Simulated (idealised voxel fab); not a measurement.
The process module that follows is named voxel trench capacitor.
The figure presents cross-section cut, which has a width of 225 nm and is divided into square cells with an edge length of 5 nm.
How to read a cross-section here: the picture is a grid of square cells, written as bands going from the top down, and any band can span one or more rows of cells. Each band's line starts with the height of the band's top and of its bottom, in nm. Then come its materials from left to right, each with its width in nm. One material with "edge to edge" fills the band from edge to edge. "empty" is empty space. Note: height 0 marks the level under which the wafer is uniformly one material as received. Lowest band unbounded below, written "top 0, no bottom". Width "30..40": first value at the band's top row of cells, second value at its bottom row, equal change from row to row. A step reported as "stayed the same" is a step in which no cell of the cross-section changed. Closed-off voids of 8+ cells (no open route to the top) go in "Sealed internal cavities", written width x height at distance from the left edge, in nm. If you see something after the settings on a step's line, that's the simulator's own remark about that step. overlay nm: right-of-plan distance of the mask on a masked step; negative values mean left-of-plan.

# So here's the lineup of process steps we planned
1. RECEIVE [material Si]
2. CONFORMAL_DEP [material SiN] [thk nm 5]
3. PATTERN [tone open] [mask id TRENCH] [material resist] [width nm 30] [pitch nm 55] [thk nm 20] [overlay nm 0]
4. DIRECTIONAL_ETCH [etch materials SiN] [depth nm 5]
5. DIRECTIONAL_ETCH [etch materials Si] [depth nm 35]
6. STRIP [etch materials resist]
7. CONFORMAL_DEP [material Al2O3] [thk nm 5]
8. CONFORMAL_DEP [material TiN] [thk nm 5]
9. FILL_DEP [material W] [thk nm 5]
10. CMP [height nm 5]

# The cross-section here shows the wafer as received, i.e. in its state after step 1
> top 0, no bottom | Si edge to edge
> Sealed internal cavities: none

# End-of-module cross-section of the first of two wafers, processed as planned
> top 5, bottom 0 | 40 nm SiN; 5 nm Al2O3; 5 nm TiN; 10 nm W; 5 nm TiN; 5 nm Al2O3; 25 nm SiN; 5 nm Al2O3; 5 nm TiN; 10 nm W; 5 nm TiN; 5 nm Al2O3; 25 nm SiN; 5 nm Al2O3; 5 nm TiN; 10 nm W; 5 nm TiN; 5 nm Al2O3; 45 nm SiN
> top 0, bottom -25 | 40 nm Si; 5 nm Al2O3; 5 nm TiN; 10 nm W; 5 nm TiN; 5 nm Al2O3; 25 nm Si; 5 nm Al2O3; 5 nm TiN; 10 nm W; 5 nm TiN; 5 nm Al2O3; 25 nm Si; 5 nm Al2O3; 5 nm TiN; 10 nm W; 5 nm TiN; 5 nm Al2O3; 45 nm Si
> top -25, bottom -30 | 40 nm Si; 5 nm Al2O3; 20 nm TiN; 5 nm Al2O3; 25 nm Si; 5 nm Al2O3; 20 nm TiN; 5 nm Al2O3; 25 nm Si; 5 nm Al2O3; 20 nm TiN; 5 nm Al2O3; 45 nm Si
> top -30, bottom -35 | 40 nm Si; 30 nm Al2O3; 25 nm Si; 30 nm Al2O3; 25 nm Si; 30 nm Al2O3; 45 nm Si
> top -35, no bottom | Si edge to edge
> Sealed internal cavities: none

# Wafer two, end of module, cross-section. Same start, same plan as wafer one. One mistake in the run
> top 5, bottom 0 | 40 nm SiN; 5 nm Al2O3; 5 nm TiN; 10 nm W; 5 nm TiN; 5 nm Al2O3; 25 nm SiN; 5 nm Al2O3; 5 nm TiN; 10 nm W; 5 nm TiN; 5 nm Al2O3; 25 nm SiN; 5 nm Al2O3; 5 nm TiN; 10 nm W; 5 nm TiN; 5 nm Al2O3; 45 nm SiN
> top 0, bottom -60 | 40 nm Si; 5 nm Al2O3; 5 nm TiN; 10 nm W; 5 nm TiN; 5 nm Al2O3; 25 nm Si; 5 nm Al2O3; 5 nm TiN; 10 nm W; 5 nm TiN; 5 nm Al2O3; 25 nm Si; 5 nm Al2O3; 5 nm TiN; 10 nm W; 5 nm TiN; 5 nm Al2O3; 45 nm Si
> top -60, bottom -65 | 40 nm Si; 5 nm Al2O3; 20 nm TiN; 5 nm Al2O3; 25 nm Si; 5 nm Al2O3; 20 nm TiN; 5 nm Al2O3; 25 nm Si; 5 nm Al2O3; 20 nm TiN; 5 nm Al2O3; 45 nm Si
> top -65, bottom -70 | 40 nm Si; 30 nm Al2O3; 25 nm Si; 30 nm Al2O3; 25 nm Si; 30 nm Al2O3; 45 nm Si
> top -70, no bottom | Si edge to edge
> Sealed internal cavities: none
What was the processing mistake? the plan's step 5 ran twice
Final difference in cells, second wafer against first, listed per material as more or fewer: Al2O3: 42 more, Si: 126 fewer, TiN: 42 more, W: 42 more
